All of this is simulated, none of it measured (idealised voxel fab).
Proc. module: voxel transistor to metal
The cross-section shown here is cut; it is 285 nm wide and divided into square cells measuring 5 nm on a side.
Square cells in a grid make up a cross-section in this document, and the grid is given as bands, listed from the top down, each one or more rows of cells. Within each band entry, the heights of the top and of the bottom of the band appear first, in that order and in nm; the materials of the band then follow from left to right, each with its corresponding width in nm. The designation "all across" on a single material indicates that it fills the band from edge to edge; the designation "air" indicates empty space. The level at which height equals 0 is the one under which the wafer, as it arrives, is entirely one material. No lower edge exists for the bottom band, which continues downward and is notated as in "0 nm and below". It should be noted that a width expressed as "30->40" varies in equal increments from row to row of cells within the band, taking the value of the first number at the top row and that of the second number at the bottom row. "nothing changed" (step): cross-section cells unchanged, all of them. Closed empty spaces (no open way to the top) of 8 cells or more are what "Closed internal cavities" lists, each as width x height at distance from the left edge, nm for all three. Text after the settings on a step's line: the simulator's own remark on that step. You can add "overlay nm" to a step's line. For a step with a mask, it describes how far the mask lay to the right of its planned position, and a negative number describes a lay to the left.
## Intended process steps
1 op RECEIVE | material Si
2 op CONFORMAL_DEP | material SiO2 | thk nm 5
3 op CONFORMAL_DEP | material SiN | thk nm 10
4 op PATTERN | tone cover | mask id ACTIVE | material resist | width nm 115 | pitch nm 140 | thk nm 15 | overlay nm 0
5 op DIRECTIONAL_ETCH | etch materials SiN | depth nm 10
6 op DIRECTIONAL_ETCH | etch materials SiO2 | depth nm 5
7 op DIRECTIONAL_ETCH | etch materials Si | depth nm 25
8 op STRIP | etch materials resist
9 op OXIDIZE | depth nm 5
10 op FILL_DEP | material SiO2 | thk nm 5
11 op CMP | height nm 15
12 op SELECTIVE_ETCH | etch materials SiO2 | depth nm 5
13 op STRIP | etch materials SiN
14 op SELECTIVE_ETCH | etch materials SiO2 | depth nm 5
15 op OXIDIZE | depth nm 5
16 op DIRECTIONAL_DEP | material polySi | thk nm 25
17 op DIRECTIONAL_DEP | material SiCN | thk nm 10
18 op PATTERN | tone cover | mask id GATE | material resist | width nm 25 | pitch nm 140 | thk nm 20 | overlay nm 0
19 op DIRECTIONAL_ETCH | etch materials SiCN | depth nm 20
20 op DIRECTIONAL_ETCH | etch materials polySi | depth nm 35
21 op STRIP | etch materials resist
22 op CONFORMAL_DEP | material SiO2 | thk nm 5
23 op DIRECTIONAL_ETCH | etch materials SiO2 | depth nm 5
24 op CONFORMAL_DEP | material SiN | thk nm 10
25 op DIRECTIONAL_ETCH | etch materials SiN | depth nm 10
26 op DIRECTIONAL_ETCH | etch materials SiO2 | depth nm 5
27 op DIRECTIONAL_ETCH | etch materials Si | depth nm 5
28 op EPI | material nSi | thk nm 5
29 op FILL_DEP | material SiO2 | thk nm 5
30 op CMP | height nm 35
31 op DIRECTIONAL_DEP | material SiO2 | thk nm 10
32 op DIRECTIONAL_DEP | material aC | thk nm 10
33 op PATTERN | tone open | mask id CONTACT | material resist | width nm 35 | pitch nm 70 | thk nm 30 | overlay nm 0
34 op DIRECTIONAL_ETCH | etch materials aC | depth nm 10
35 op STRIP | etch materials resist
36 op DIRECTIONAL_ETCH | etch materials SiO2 | depth nm 50
37 op STRIP | etch materials aC
38 op CONFORMAL_DEP | material TiN | thk nm 5
39 op FILL_DEP | material W | thk nm 5
40 op CMP | height nm 45
41 op DIRECTIONAL_DEP | material TiN | thk nm 5
42 op DIRECTIONAL_DEP | material W | thk nm 25
43 op PATTERN | tone cover | mask id METAL_1 | material resist | width nm 20 | thk nm 15 | overlay nm 0
44 op DIRECTIONAL_ETCH | etch materials W | depth nm 25
45 op DIRECTIONAL_ETCH | etch materials TiN | depth nm 5
46 op STRIP | etch materials resist
47 op CONFORMAL_DEP | material SiN | thk nm 5
48 op FILL_DEP | material SiO2 | thk nm 10
49 op CMP | height nm 75
50 op CONFORMAL_DEP | material SiCN | thk nm 5
## Cross-section of the wafer upon arrival, representing the state reached after step 1
0 nm and below: Si all across
Closed internal cavities: none
## First of two wafers at the end of the module, shown in cross-section; run carried out as planned
80 nm to 75 nm: SiCN all across
75 nm to 50 nm: SiO2: 15, then SiN: 5, then W: 20, then SiN: 5, then SiO2: 55, then SiN: 5, then W: 20, then SiN: 5, then SiO2: 25, then SiN: 5, then W: 20, then SiN: 5, then SiO2: 55, then SiN: 5, then W: 20, then SiN: 5, then SiO2: 15
50 nm to 45 nm: SiN: 20, then TiN: 20, then SiN: 65, then TiN: 20, then SiN: 35, then TiN: 20, then SiN: 65, then TiN: 20, then SiN: 20
45 nm to 35 nm: SiO2: 20, then TiN: 5, then W: 25->15, then TiN: 5->15, then SiO2: 35, then TiN: 5->15, then W: 25->15, then TiN: 5, then SiO2: 35, then TiN: 5, then W: 25->15, then TiN: 5->15, then SiO2: 35, then TiN: 5->15, then W: 25->15, then TiN: 5, then SiO2: 20
35 nm to 25 nm: SiO2: 20, then TiN: 5, then W: 15, then TiN: 5, then SiN: 10, then SiO2: 5, then SiCN: 25, then SiO2: 5, then SiN: 10, then TiN: 5, then W: 15, then TiN: 5, then SiO2: 35, then TiN: 5, then W: 15, then TiN: 5, then SiN: 10, then SiO2: 5, then SiCN: 25, then SiO2: 5, then SiN: 10, then TiN: 5, then W: 15, then TiN: 5, then SiO2: 20
25 nm to 10 nm: SiO2: 20, then TiN: 5, then W: 15, then TiN: 5, then SiN: 10, then SiO2: 5, then polySi: 25, then SiO2: 5, then SiN: 10, then TiN: 5, then W: 15, then TiN: 5, then SiO2: 35, then TiN: 5, then W: 15, then TiN: 5, then SiN: 10, then SiO2: 5, then polySi: 25, then SiO2: 5, then SiN: 10, then TiN: 5, then W: 15, then TiN: 5, then SiO2: 20
10 nm to 5 nm: SiO2: 20, then TiN: 10, then W: 10, then TiN: 5, then SiN: 10, then SiO2: 5, then polySi: 25, then SiO2: 5, then SiN: 10, then TiN: 5, then W: 10, then TiN: 10, then SiO2: 35, then TiN: 10, then W: 10, then TiN: 5, then SiN: 10, then SiO2: 5, then polySi: 25, then SiO2: 5, then SiN: 10, then TiN: 5, then W: 10, then TiN: 10, then SiO2: 20
5 nm to 0 nm: SiO2: 15, then SiN: 10, then TiN: 20, then SiN: 10, then SiO2: 5, then polySi: 25, then SiO2: 5, then SiN: 10, then TiN: 20, then SiN: 10, then SiO2: 25, then SiN: 10, then TiN: 20, then SiN: 10, then SiO2: 5, then polySi: 25, then SiO2: 5, then SiN: 10, then TiN: 20, then SiN: 10, then SiO2: 15
0 nm to -5 nm: SiO2: 25, then nSi: 5, then TiN: 10, then nSi: 5, then SiO2: 55, then nSi: 5, then TiN: 10, then nSi: 5, then SiO2: 45, then nSi: 5, then TiN: 10, then nSi: 5, then SiO2: 55, then nSi: 5, then TiN: 10, then nSi: 5, then SiO2: 25
-5 nm to -10 nm: SiO2: 20, then Si: 5, then nSi: 20, then Si: 55, then nSi: 20, then Si: 5, then SiO2: 35, then Si: 5, then nSi: 20, then Si: 55, then nSi: 20, then Si: 5, then SiO2: 20
-10 nm to -30 nm: SiO2: 20, then Si: 105, then SiO2: 35, then Si: 105, then SiO2: 20
-30 nm and below: Si all across
Closed internal cavities: none
## End-of-module cross-section of the second wafer: identical starting point and process plan to the first, with one processing mistake
80 nm to 75 nm: SiCN all across
75 nm to 50 nm: SiO2: 15, then SiN: 5, then W: 20, then SiN: 5, then SiO2: 55, then SiN: 5, then W: 20, then SiN: 5, then SiO2: 25, then SiN: 5, then W: 20, then SiN: 5, then SiO2: 55, then SiN: 5, then W: 20, then SiN: 5, then SiO2: 15
50 nm to 45 nm: SiN: 20, then TiN: 20, then SiN: 65, then TiN: 20, then SiN: 35, then TiN: 20, then SiN: 65, then TiN: 20, then SiN: 20
45 nm to 40 nm: W: 15, then TiN: 5, then SiO2: 35, then TiN: 5, then W: 25, then TiN: 5, then SiO2: 35, then TiN: 5, then W: 25, then TiN: 5, then SiO2: 35, then TiN: 5, then W: 25, then TiN: 5, then SiO2: 35, then TiN: 5, then W: 15
40 nm to 35 nm: W: 15, then TiN: 5, then SiO2: 35, then TiN: 35, then SiO2: 35, then TiN: 5, then W: 25, then TiN: 5, then SiO2: 35, then TiN: 35, then SiO2: 35, then TiN: 5, then W: 15
35 nm to 25 nm: W: 15, then TiN: 5, then SiO2: 25, then SiN: 10, then TiN: 5, then SiCN: 25, then TiN: 5, then SiN: 10, then SiO2: 25, then TiN: 5, then W: 25, then TiN: 5, then SiO2: 25, then SiN: 10, then TiN: 5, then SiCN: 25, then TiN: 5, then SiN: 10, then SiO2: 25, then TiN: 5, then W: 15
25 nm to 10 nm: W: 15, then TiN: 5, then SiO2: 25, then SiN: 10, then TiN: 5, then polySi: 25, then TiN: 5, then SiN: 10, then SiO2: 25, then TiN: 5, then W: 25, then TiN: 5, then SiO2: 25, then SiN: 10, then TiN: 5, then polySi: 25, then TiN: 5, then SiN: 10, then SiO2: 25, then TiN: 5, then W: 15
10 nm to 5 nm: W: 10, then TiN: 10, then SiO2: 25, then SiN: 10, then TiN: 5, then polySi: 25, then TiN: 5, then SiN: 10, then SiO2: 25, then TiN: 10, then W: 15, then TiN: 10, then SiO2: 25, then SiN: 10, then TiN: 5, then polySi: 25, then TiN: 5, then SiN: 10, then SiO2: 25, then TiN: 10, then W: 10
5 nm to 0 nm: W: 10, then TiN: 5, then SiN: 10, then SiO2: 20, then SiN: 10, then TiN: 5, then polySi: 25, then TiN: 5, then SiN: 10, then SiO2: 20, then SiN: 10, then TiN: 5, then W: 15, then TiN: 5, then SiN: 10, then SiO2: 20, then SiN: 10, then TiN: 5, then polySi: 25, then TiN: 5, then SiN: 10, then SiO2: 20, then SiN: 10, then TiN: 5, then W: 10
0 nm to -5 nm: TiN: 15, then SiO2: 10, then nSi: 5, then SiO2: 10, then nSi: 5, then SiO2: 10, then TiN: 5, then SiO2: 25, then TiN: 5, then SiO2: 10, then nSi: 5, then SiO2: 10, then nSi: 5, then SiO2: 10, then TiN: 25, then SiO2: 10, then nSi: 5, then SiO2: 10, then nSi: 5, then SiO2: 10, then TiN: 5, then SiO2: 25, then TiN: 5, then SiO2: 10, then nSi: 5, then SiO2: 10, then nSi: 5, then SiO2: 10, then TiN: 15
-5 nm to -10 nm: SiO2: 20, then Si: 5, then nSi: 20, then Si: 55, then nSi: 20, then Si: 5, then SiO2: 35, then Si: 5, then nSi: 20, then Si: 55, then nSi: 20, then Si: 5, then SiO2: 20
-10 nm to -30 nm: SiO2: 20, then Si: 105, then SiO2: 35, then Si: 105, then SiO2: 20
-30 nm and below: Si all across
Closed internal cavities: none
Finding, execution versus plan: step 33 was run on a setting that differed from the plan, and what really ran there is op PATTERN | tone cover | mask id CONTACT | material resist | width nm 35 | pitch nm 70 | thk nm 30 | overlay nm 0
Once processing is complete, comparing cell counts shows that the second wafer has more or fewer of certain materials than the first: -2 SiO2; +1 TiN; +1 W
